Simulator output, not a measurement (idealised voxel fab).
Module name: voxel double patterning (process module)
Square cell edge 5 nm, section width 260 nm, ID cut.
Cross-section layout: square cells on a grid; listed as bands, top to bottom; a band spans one or more cell rows. The entry gives the band's vertical extent as a top height and a bottom height in nm, then its horizontal make-up as materials from left to right, each with a width in nm. "empty" stands for empty space; a single material marked "edge to edge" fills the band edge to edge. We count height from 0. Below that, the starting wafer is all one material. The lowest band never ends at the bottom but goes on down; see "0 and below" for how that is written. Read "30..40" as a graded width: first number on top, second number at the bottom, same change between each pair of neighbouring rows. Any step labelled "no alteration" changed none of the cells in the cross-section. "Closed void register": sealed empty spaces, 8 cells or more, no open way to top, listed width x height at distance, with distance from the left edge and width, height and distance in nm. On each step's line, the part that comes after the settings is the simulator's own comment on the step. overlay nm: step with mask; distance mask lay right of planned place; negative value = left of planned place.
-- So here's the lineup of process steps we planned
1,RECEIVE with material Si
2,CONFORMAL_DEP with material SiN, thk nm 5
3,DIRECTIONAL_DEP with material SiO2, thk nm 15
4,DIRECTIONAL_DEP with material SiCN, thk nm 10
5,MASKED_ETCH with tone open, mask id FIRST, width nm 15, pitch nm 50, etch materials SiCN, depth nm 10, overlay nm 0
6,DIRECTIONAL_DEP with material aC, thk nm 15
7,PATTERN with tone open, mask id SECOND, material resist, width nm 15, pitch nm 50, thk nm 35, overlay nm 0
8,DIRECTIONAL_ETCH with etch materials aC, depth nm 15
9,STRIP with etch materials resist
10,DIRECTIONAL_ETCH with etch materials SiCN, depth nm 10
11,STRIP with etch materials aC
12,DIRECTIONAL_ETCH with etch materials SiO2, depth nm 15
13,STRIP with etch materials SiCN
The width nm used in step 7 is not the same on every wafer, whereas the starting condition is; the value printed in the plan is the first wafer's.
-- First of several wafers, received after step 1, in cross-section
    0 and below | Si edge to edge
    Closed void register: none
-- At the end of the module, after its last step, step 13, the first of several wafers appears in cross-section as follows
    20 down to 5 | 70 SiO2, 15 empty, 10 SiO2, 15 empty, 10 SiO2, 15 empty, 10 SiO2, 15 empty, 10 SiO2, 15 empty, 75 SiO2
    5 down to 0 | SiN edge to edge
    0 and below | Si edge to edge
    Closed void register: none
-- Cross-section of the final wafer among several, taken at the end of the module
    20 down to 5 | 70 SiO2, 15 empty, 5 SiO2, 45 empty, 5 SiO2, 45 empty, 75 SiO2
    5 down to 0 | SiN edge to edge
    0 and below | Si edge to edge
    Closed void register: none
-- Here is how to read the rows: every wafer has a row, and it shows the wafer at the end of the module, giving for each material how many cells were gained (+) or lost (-) since the wafer was received, then listing its closed voids
width nm 15, +52 SiN, +111 SiO2, Closed void register: none
width nm 20, +52 SiN, +105 SiO2, Closed void register: none
width nm 25, +52 SiN, +99 SiO2, Closed void register: none
width nm 30, +52 SiN, +93 SiO2, Closed void register: none
